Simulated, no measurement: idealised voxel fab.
The process module that follows is named voxel self aligned vias.
Cross-sectional view cut (width: 295 nm; square cell size: 5 nm).
How to read a cross-section here: the picture is a grid of square cells, written as bands going from the top down, and any band can span one or more rows of cells. Read a band's entry like this: the first values are the height of its top and the height of its bottom in nm, and what follows is the sequence of materials from left to right, each with its width in nm. Note that "blank" is empty space, and that a single material marked "edge to edge" reaches across the band from edge to edge. Height reference: 0 = level under which incoming wafer is all one material. Lowest band: no bottom, runs on downward, e.g. "0 down". Width "30..40": first value at the band's top row of cells, second value at its bottom row, equal change from row to row. "identical to before" for a step: no cell of the cross-section changed in that step. You'll see "Enclosed void listing" listing empty spaces that have no way open to the top, as long as they're 8 cells or more; the notation is width x height at distance, where the distance is from the left edge, and all of it is in nm. Whatever follows a step's settings on its line is a remark the simulator itself makes about that step. When a step includes a mask, the "overlay nm" setting on its line states how far to the right of its planned place that mask lay, and negative values state how far to the left.
Steps in the process plan:
1: RECEIVE,material Si
2: CONFORMAL_DEP,material SiO2,thk nm 15
3: CONFORMAL_DEP,material SiCN,thk nm 5
4: DIRECTIONAL_DEP,material SiO2,thk nm 30
5: DIRECTIONAL_DEP,material aC,thk nm 15
6: PATTERN,tone open,mask id LINES,material resist,width nm 20,pitch nm 70,thk nm 35,overlay nm 0
7: DIRECTIONAL_ETCH,etch materials aC,depth nm 15
8: STRIP,etch materials resist
9: DIRECTIONAL_ETCH,etch materials SiO2,depth nm 30
10: STRIP,etch materials aC
11: CONFORMAL_DEP,material TiN,thk nm 5
12: FILL_DEP,material W,thk nm 10
13: CMP,height nm 50
14: SELECTIVE_ETCH,etch materials W Ru TiN,depth nm 10
15: FILL_DEP,material SiN,thk nm 5
16: CMP,height nm 50
17: DIRECTIONAL_DEP,material SiO2,thk nm 20
18: MASKED_ETCH,tone open,mask id VIAS,width nm 40,pitch nm 140,etch materials SiO2,depth nm 20,overlay nm 0
19: MASKED_ETCH,tone open,mask id VIAS,width nm 40,pitch nm 140,etch materials SiN,depth nm 10,overlay nm 0
20: CONFORMAL_DEP,material TiN,thk nm 5
21: FILL_DEP,material Ru,thk nm 10
22: CMP,height nm 70
23: CONFORMAL_DEP,material SiN,thk nm 5
Incoming wafer in cross-section (state: after step 1):
	0 down = Si edge to edge
	Enclosed void listing: none
Looking at the first of two wafers in cross-section at end of module - ran to plan:
	75 to 70 = SiN edge to edge
	70 to 55 = 55 SiO2  5 TiN  30 Ru  5 TiN  100 SiO2  5 TiN  30 Ru  5 TiN  60 SiO2
	55 to 50 = 55 SiO2  15 TiN  10 Ru  15 TiN  100 SiO2  15 TiN  10 Ru  15 TiN  60 SiO2
	50 to 45 = 65 SiO2  5 TiN  10 Ru  5 TiN  50 SiO2  20 SiN  50 SiO2  5 TiN  10 Ru  5 TiN  70 SiO2
	45 to 40 = 65 SiO2  20 TiN  50 SiO2  20 SiN  50 SiO2  20 TiN  70 SiO2
	40 to 25 = 65 SiO2  5 TiN  10 W  5 TiN  50 SiO2  5 TiN  10 W  5 TiN  50 SiO2  5 TiN  10 W  5 TiN  70 SiO2
	25 to 20 = 65 SiO2  20 TiN  50 SiO2  20 TiN  50 SiO2  20 TiN  70 SiO2
	20 to 15 = SiCN edge to edge
	15 to 0 = SiO2 edge to edge
	0 down = Si edge to edge
	Enclosed void listing: none
Second wafer through the module, sectioned at the end: same beginning and same plan as the first wafer, with one mistake in carrying it out:
	75 to 70 = SiN edge to edge
	70 to 50 = 55 SiO2  5 TiN  30 Ru  5 TiN  100 SiO2  5 TiN  30 Ru  5 TiN  60 SiO2
	50 to 45 = 55 SiO2  5 TiN  30 Ru  5 TiN  40 SiO2  20 SiN  40 SiO2  5 TiN  30 Ru  5 TiN  60 SiO2
	45 to 40 = 55 SiO2  40 TiN  40 SiO2  20 SiN  40 SiO2  40 TiN  60 SiO2
	40 to 30 = 55 SiO2  15 TiN  10 W  15 TiN  40 SiO2  5 TiN  10 W  5 TiN  40 SiO2  15 TiN  10 W  15 TiN  60 SiO2
	30 to 25 = 65 SiO2  5 TiN  10 W  5 TiN  50 SiO2  5 TiN  10 W  5 TiN  50 SiO2  5 TiN  10 W  5 TiN  70 SiO2
	25 to 20 = 65 SiO2  20 TiN  50 SiO2  20 TiN  50 SiO2  20 TiN  70 SiO2
	20 to 15 = SiCN edge to edge
	15 to 0 = SiO2 edge to edge
	0 down = Si edge to edge
	Enclosed void listing: none
Diagnosis: the plan's step 18 ran twice
Final cells, second wafer relative to first, materials higher or lower: Ru: 16 more; SiO2: 32 fewer; TiN: 16 more
